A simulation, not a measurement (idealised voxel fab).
voxel wiring stack: a process module
Section cut is 285 nm wide and gridded with 5 nm square cells.
Cross-sections here: square-cell grids, written as top-down lists of bands, a band being one or more rows of cells. Top height, bottom height, nm. Materials left to right, width each, nm. Single material + "everywhere" = fills band edge to edge. "empty" = empty. Measure heights from 0. That's the level where, below it, the as-received wafer is all one material. The lowest band is bottomless and extends downward; write it as in "0..down". Width "30 to 40": first value at the band's top row of cells, second value at its bottom row, equal change from row to row. The designation "no change", where it is given for a processing step, indicates that no cell of the cross-section was altered in the course of that step. Basically, "Cavities, sealed" tells you about the enclosed voids: empty spaces with no open way to the top, 8 cells or bigger, each written width x height at distance, where distance is from the left edge, all in nm. What comes after the settings on a step's line is commentary from the simulator itself on that step. On any step carrying a mask, the "overlay nm" setting, if present on the step's line, tells how far right of its planned place the mask lay; negative values point to the left.

The process steps that were planned are listed below:
1. RECEIVE,material Si
2. CONFORMAL_DEP,material SiO2,thk nm 15
3. CONFORMAL_DEP,material SiN,thk nm 5
4. DIRECTIONAL_DEP,material SiO2,thk nm 20
5. PATTERN,tone open,mask id METAL_1,material resist,width nm 20,pitch nm 45,thk nm 20,overlay nm 0
6. DIRECTIONAL_ETCH,etch materials SiO2,depth nm 20
7. DIRECTIONAL_ETCH,etch materials SiN,depth nm 5
8. STRIP,etch materials resist
9. CONFORMAL_DEP,material TiN,thk nm 5
10. FILL_DEP,material Cu,thk nm 10
11. CMP,height nm 40
12. CONFORMAL_DEP,material SiCN,thk nm 5
13. DIRECTIONAL_DEP,material lowk,thk nm 15
14. DIRECTIONAL_DEP,material aC,thk nm 10
15. PATTERN,tone open,mask id PLUG_1,material resist,width nm 15,pitch nm 90,thk nm 30,overlay nm 0
16. DIRECTIONAL_ETCH,etch materials aC,depth nm 10
17. STRIP,etch materials resist
18. DIRECTIONAL_ETCH,etch materials lowk,depth nm 15
19. DIRECTIONAL_ETCH,etch materials SiCN,depth nm 5
20. STRIP,etch materials aC
21. CONFORMAL_DEP,material TiN,thk nm 5
22. FILL_DEP,material Ru,thk nm 5
23. CMP,height nm 60
24. CONFORMAL_DEP,material SiCN,thk nm 5
25. DIRECTIONAL_DEP,material lowk,thk nm 5
26. MASKED_ETCH,tone open,mask id METAL_2,width nm 20,pitch nm 45,etch materials lowk,depth nm 15,overlay nm 0
27. MASKED_ETCH,tone open,mask id METAL_2,width nm 20,pitch nm 45,etch materials SiCN,depth nm 5,overlay nm 0
28. CONFORMAL_DEP,material TiN,thk nm 5
29. FILL_DEP,material Cu,thk nm 5
30. CMP,height nm 80
31. EPI,material Ru,thk nm 5
32. FILL_DEP,material SiCN,thk nm 5
The wafers are alike at the start. At step 25, their thk nm differs. The plan lists the first wafer's value.

Cross-section of the first of several wafers as received (after step 1):
  0..down | Si everywhere
  Cavities, sealed: none

First of several wafers: cross-section at the end of the module, after step 32, its last step:
  90..85 | SiCN everywhere
  85..80 | Ru everywhere
  80..75 | Cu everywhere
  75..70 | TiN=90; Cu=10; TiN=35; Cu=10; TiN=35; Cu=10; TiN=95
  70..65 | lowk=85; TiN=5; Cu=10; TiN=5; lowk=25; TiN=5; Cu=10; TiN=5; lowk=25; TiN=5; Cu=10; TiN=5; lowk=90
  65..60 | SiCN=85; TiN=20; SiCN=25; TiN=20; SiCN=25; TiN=20; SiCN=90
  60..45 | lowk=85; TiN=5; Ru=5; TiN=5; lowk=75; TiN=5; Ru=5; TiN=5; lowk=95
  45..40 | SiCN=85; TiN=15; SiCN=75; TiN=15; SiCN=95
  40..20 | SiO2=85; TiN=5; Cu=10; TiN=5; SiO2=25; TiN=5; Cu=10; TiN=5; SiO2=25; TiN=5; Cu=10; TiN=5; SiO2=90
  20..15 | SiN=85; TiN=20; SiN=25; TiN=20; SiN=25; TiN=20; SiN=90
  15..0 | SiO2 everywhere
  0..down | Si everywhere
  Cavities, sealed: none

Final wafer of several, shown in cross-section at the end of the module:
  85..80 | SiCN everywhere
  80..65 | lowk everywhere
  65..60 | SiCN everywhere
  60..45 | lowk=85; TiN=5; Ru=5; TiN=5; lowk=75; TiN=5; Ru=5; TiN=5; lowk=95
  45..40 | SiCN=85; TiN=15; SiCN=75; TiN=15; SiCN=95
  40..20 | SiO2=85; TiN=5; Cu=10; TiN=5; SiO2=25; TiN=5; Cu=10; TiN=5; SiO2=25; TiN=5; Cu=10; TiN=5; SiO2=90
  20..15 | SiN=85; TiN=20; SiN=25; TiN=20; SiN=25; TiN=20; SiN=90
  15..0 | SiO2 everywhere
  0..down | Si everywhere
  Cavities, sealed: none

Here is how to read the rows: every wafer has a row, and it shows the wafer at the end of the module, giving for each material how many cells were gained (+) or lost (-) since the wafer was received, then listing its closed voids:
thk nm 5 | +93 Cu | +63 Ru | +153 SiCN | +45 SiN | +351 SiO2 | +123 TiN | +198 lowk | Cavities, sealed: none
thk nm 10 | +42 Cu | +63 Ru | +153 SiCN | +45 SiN | +351 SiO2 | +129 TiN | +243 lowk | Cavities, sealed: none
thk nm 15 | +42 Cu | +24 Ru | +192 SiCN | +45 SiN | +351 SiO2 | +84 TiN | +288 lowk | Cavities, sealed: none
thk nm 20 | +30 Cu | +24 Ru | +204 SiCN | +45 SiN | +351 SiO2 | +72 TiN | +300 lowk | Cavities, sealed: none
thk nm 25 | +24 Cu | +24 Ru | +204 SiCN | +45 SiN | +351 SiO2 | +66 TiN | +312 lowk | Cavities, sealed: none
thk nm 30 | +24 Cu | +6 Ru | +165 SiCN | +45 SiN | +351 SiO2 | +54 TiN | +324 lowk | Cavities, sealed: none
